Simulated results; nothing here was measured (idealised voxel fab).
Module name: voxel double patterning (process module)
In the cross-section labelled cut, the width is 255 nm and each square cell is 5 nm.
Cross-sections here: square-cell grids, written as top-down lists of bands, a band being one or more rows of cells. First you get the band's top height and its bottom height, in nm, and then the materials it's made of, left to right, with each width in nm. If you see a single material with "all across", that one covers the band edge to edge. "air" is empty space. Height 0 is the level under which the wafer as received is all one material. The lowest band goes on downwards, as in "0 down". Width spec "30->40" -> top row of cells at first value, bottom row at second value, equal per-row change in between. "nothing was modified" -> step changed no cross-section cell. Any empty space of 8 cells or more lacking an open way to the top shows up in "Non-vented voids" as width x height at distance, distance from the left edge, in nm. Where a step's line continues beyond its settings, the continuation is a remark by the simulator itself on that step. "overlay nm" answers the question of how far to the right of plan the mask lay on a step that has a mask, and when it is negative the answer is to the left.

plan:
1 RECEIVE,material Si
2 CONFORMAL_DEP,material SiO2,thk nm 5
3 DIRECTIONAL_DEP,material TiN,thk nm 10
4 DIRECTIONAL_DEP,material SiCN,thk nm 5
5 PATTERN,tone open,mask id FIRST,material resist,width nm 15,pitch nm 50,thk nm 15,overlay nm 0
6 DIRECTIONAL_ETCH,etch materials SiCN,depth nm 5
7 STRIP,etch materials resist
8 MASKED_ETCH,tone open,mask id SECOND,width nm 15,etch materials SiCN,depth nm 5,overlay nm 0
9 DIRECTIONAL_ETCH,etch materials TiN,depth nm 10
10 STRIP,etch materials SiCN

Cross-sectional view of the wafer in its as-received condition, corresponding to the state after step 1:
- 0 down  Si all across
- Non-vented voids: none

This is how the wafer looks in cross-section once the module is done, given the starting state and plan above and one mistake in carrying the plan out:
- 15 to 5  85 TiN / 15 air / 20 TiN / 30 air / 105 TiN
- 5 to 0  SiO2 all across
- 0 down  Si all across
- Non-vented voids: none
It is concluded that the wafer was processed incorrectly with respect to the plan, in that for step 5, the planned setting was not used; the step was instead run as PATTERN,tone open,mask id FIRST,material resist,width nm 15,pitch nm 50,thk nm 15,overlay nm -10
